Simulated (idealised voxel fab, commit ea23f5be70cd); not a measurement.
You're looking at the process module voxel released beams.
Section cut is 185 nm wide and gridded with 5 nm square cells.
Heads up, the way a cross-section reads in here is a grid of square cells, handed over as bands from the top down, with every band being one or more rows of cells.
First you get the band's top height and its bottom height, in nm, and then the materials it's made of, left to right, with each width in nm. If you see a single material with "all across", that one covers the band edge to edge. "blank" is empty space.
Height is counted from the level 0, under which the received wafer is composed throughout of one material. The lowest of the bands is not closed at the bottom but continues downward, in the notation "0 and below".
Width: "30..40" (first number = top row, second number = bottom row, same change from row to row of cells).
Any step labelled "no change occurred" changed none of the cells in the cross-section.
"Sealed voids" - sealed voids, min. 8 cells, no opening to top; format: width x height at distance (distance from left edge; nm throughout).
The remark found on a step's line after its settings is issued by the simulator itself and pertains to that step.
Among the settings permitted on a step's line is "overlay nm"; applied to a step with a mask, it specifies the extent to which the mask lay to the right of its planned position, whereas a negative figure signifies a position to the left.

### The following list gives the planned process steps
1: RECEIVE,material Si
2: CONFORMAL_DEP,material SiN,thk nm 5
3: DIRECTIONAL_DEP,material SiO2,thk nm 10
4: MASKED_ETCH,tone open,mask id ANCHOR,width nm 45,etch materials SiO2,depth nm 10,overlay nm 0
5: CONFORMAL_DEP,material TiN,thk nm 15
6: DIRECTIONAL_DEP,material aC,thk nm 15
7: PATTERN,tone cover,mask id BEAM,material resist,width nm 120,thk nm 30,overlay nm 0
8: DIRECTIONAL_ETCH,etch materials aC,depth nm 15
9: STRIP,etch materials resist
10: DIRECTIONAL_ETCH,etch materials TiN,depth nm 15
11: STRIP,etch materials aC
12: STRIP,etch materials SiO2

### Incoming wafer, cross-sectional view, post step 1
* 0 and below: Si all across
* Sealed voids: none

### Final cross-section, module run with one mistake (start and plan as above)
* 30 down to 15: 30 of blank | 120 of TiN | 35 of blank
* 15 down to 10: SiN all across
* 10 down to 0: SiO2 all across
* 0 and below: Si all across
* Sealed voids: none
Here's what went sideways: mixed up steps 2 and 3 - ran each in the other's place
